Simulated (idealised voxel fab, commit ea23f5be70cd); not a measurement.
The following is a process module called voxel ribs on slabs.
Displayed cross-section: cut, width of 280 nm, square cells sized 5 nm.
Heads up, the way a cross-section reads in here is a grid of square cells, handed over as bands from the top down, with every band being one or more rows of cells. Basically the band line says how high the top is and how high the bottom is, in nm, and then what's in it from left to right, every material with its width in nm. Empty space shows up as "empty", and if a single material carries "everywhere" it runs the full band edge to edge. Where do heights start? At 0: under that level the wafer as delivered is made of one material only. And the lowest band has no floor; it just carries on downward, as in "0 down". Quick explanation for "30..40": the width changes in equal steps down the rows of cells, from the first number in the band's top row to the second number in its bottom row. The designation "stayed the same", where it is given for a processing step, indicates that no cell of the cross-section was altered in the course of that step. Empty spaces counting at least 8 cells and having no open way to the top are listed in "Fully enclosed voids". The notation width x height at distance is used for each, the distance being from the left edge and all three values in nm. Read whatever lies past the settings on a step's line as the simulator's own remark about the step. The line of a step may include "overlay nm". On a step with a mask, this value is how far to the right of its planned place the mask lay. A negative value means the mask lay to the left.

Plan
| 1 | RECEIVE with material Si |
| 2 | DIRECTIONAL_DEP with material SiO2, thk nm 25 |
| 3 | DIRECTIONAL_DEP with material SiN, thk nm 25 |
| 4 | MASKED_ETCH with tone cover, mask id RIB, width nm 15, etch materials SiN, depth nm 15, overlay nm 0 |
| 5 | PATTERN with tone cover, mask id SLAB, material resist, width nm 55, thk nm 20, overlay nm 0 |
| 6 | DIRECTIONAL_ETCH with etch materials SiN, depth nm 10 |
| 7 | STRIP with etch materials resist |
| 8 | FILL_DEP with material SiO2, thk nm 20 |
| 9 | CMP with height nm 65 |
| 10 | DIRECTIONAL_DEP with material TiN, thk nm 10 |
| 11 | DIRECTIONAL_DEP with material aC, thk nm 15 |
| 12 | PATTERN with tone cover, mask id HEATER, material resist, width nm 25, thk nm 35, overlay nm 0 |
| 13 | DIRECTIONAL_ETCH with etch materials aC, depth nm 15 |
| 14 | STRIP with etch materials resist |
| 15 | DIRECTIONAL_ETCH with etch materials TiN, depth nm 10 |
| 16 | STRIP with etch materials aC |
| 17 | CONFORMAL_DEP with material SiN, thk nm 10 |

First of two wafers, processed according to plan

As received, after step 1
- 0 down = Si everywhere
- Fully enclosed voids: none

So this is the wafer cross-section right after step 2
- 25 to 0 = SiO2 everywhere
- Below a height of 0, the structure has not been altered.

So this is the wafer cross-section right after step 3
- 50 to 25 = SiN everywhere
- Below a height of 25, the structure has not been altered.

So this is the wafer cross-section right after step 4
- 50 to 35 = empty 130, SiN 15, empty 135
- Below a height of 35, the structure has not been altered.

So this is the wafer cross-section right after step 5
- 70 to 50 = empty 110, resist 55, empty 115
- 50 to 35 = empty 110, resist 20, SiN 15, resist 20, empty 115
- Below a height of 35, the structure has not been altered.

So this is the wafer cross-section right after step 6
- 70 to 50 = empty 110, resist 55, empty 115
- 50 to 35 = empty 110, resist 20, SiN 15, resist 20, empty 115
- 35 to 25 = empty 110, SiN 55, empty 115
- Below a height of 25, the structure has not been altered.

So this is the wafer cross-section right after step 7
- 50 to 35 = empty 130, SiN 15, empty 135
- Below a height of 35, the structure has not been altered.

So this is the wafer cross-section right after step 8
- 70 to 50 = SiO2 everywhere
- 50 to 35 = SiO2 130, SiN 15, SiO2 135
- 35 to 25 = SiO2 110, SiN 55, SiO2 115
- Below a height of 25, the structure has not been altered.

So this is the wafer cross-section right after step 9
- 65 to 50 = SiO2 everywhere
- Below a height of 50, the structure has not been altered.

So this is the wafer cross-section right after step 10
- 75 to 65 = TiN everywhere
- Below a height of 65, the structure has not been altered.

So this is the wafer cross-section right after step 11
- 90 to 75 = aC everywhere
- Below a height of 75, the structure has not been altered.

So this is the wafer cross-section right after step 12
- 125 to 90 = empty 125, resist 25, empty 130
- Below a height of 90, the structure has not been altered.

So this is the wafer cross-section right after step 13
- 110 to 90 = empty 125, resist 25, empty 130
- 90 to 75 = empty 125, aC 25, empty 130
- Below a height of 75, the structure has not been altered.

So this is the wafer cross-section right after step 14
- 90 to 75 = empty 125, aC 25, empty 130
- Below a height of 75, the structure has not been altered.

So this is the wafer cross-section right after step 15
- 90 to 75 = empty 125, aC 25, empty 130
- 75 to 65 = empty 125, TiN 25, empty 130
- Below a height of 65, the structure has not been altered.

So this is the wafer cross-section right after step 16
- 75 to 65 = empty 125, TiN 25, empty 130
- Below a height of 65, the structure has not been altered.

So this is the wafer cross-section right after step 17
- 85 to 75 = empty 115, SiN 45, empty 120
- 75 to 65 = SiN 125, TiN 25, SiN 130
- Below a height of 65, the structure has not been altered.

The remaining wafer, second of the two, started like the first and was run to the same plan, except that one mistake was made along the way; the two coincide through step 11, inclusive

At the planned end of step 12, the second wafer in cross-section
- 125 to 90 = empty 120, resist 35, empty 125
- Below a height of 90, the structure has not been altered.

At the planned end of step 13, the second wafer in cross-section
- 110 to 90 = empty 120, resist 35, empty 125
- 90 to 75 = empty 120, aC 35, empty 125
- Below a height of 75, the structure has not been altered.

At the planned end of step 14, the second wafer in cross-section
- 90 to 75 = empty 120, aC 35, empty 125
- Below a height of 75, the structure has not been altered.

At the planned end of step 15, the second wafer in cross-section
- 90 to 75 = empty 120, aC 35, empty 125
- 75 to 65 = empty 120, TiN 35, empty 125
- Below a height of 65, the structure has not been altered.

At the planned end of step 16, the second wafer in cross-section
- 75 to 65 = empty 120, TiN 35, empty 125
- Below a height of 65, the structure has not been altered.

At the planned end of step 17, the second wafer in cross-section
- 85 to 75 = empty 110, SiN 55, empty 115
- 75 to 65 = SiN 120, TiN 35, SiN 125
- Below a height of 65, the structure has not been altered.
Processing error: contrary to plan, step 12 was performed as PATTERN with tone cover, mask id HEATER, material resist, width nm 35, thk nm 35, overlay nm 0
Final cells, second wafer relative to first, materials higher or lower: TiN +4
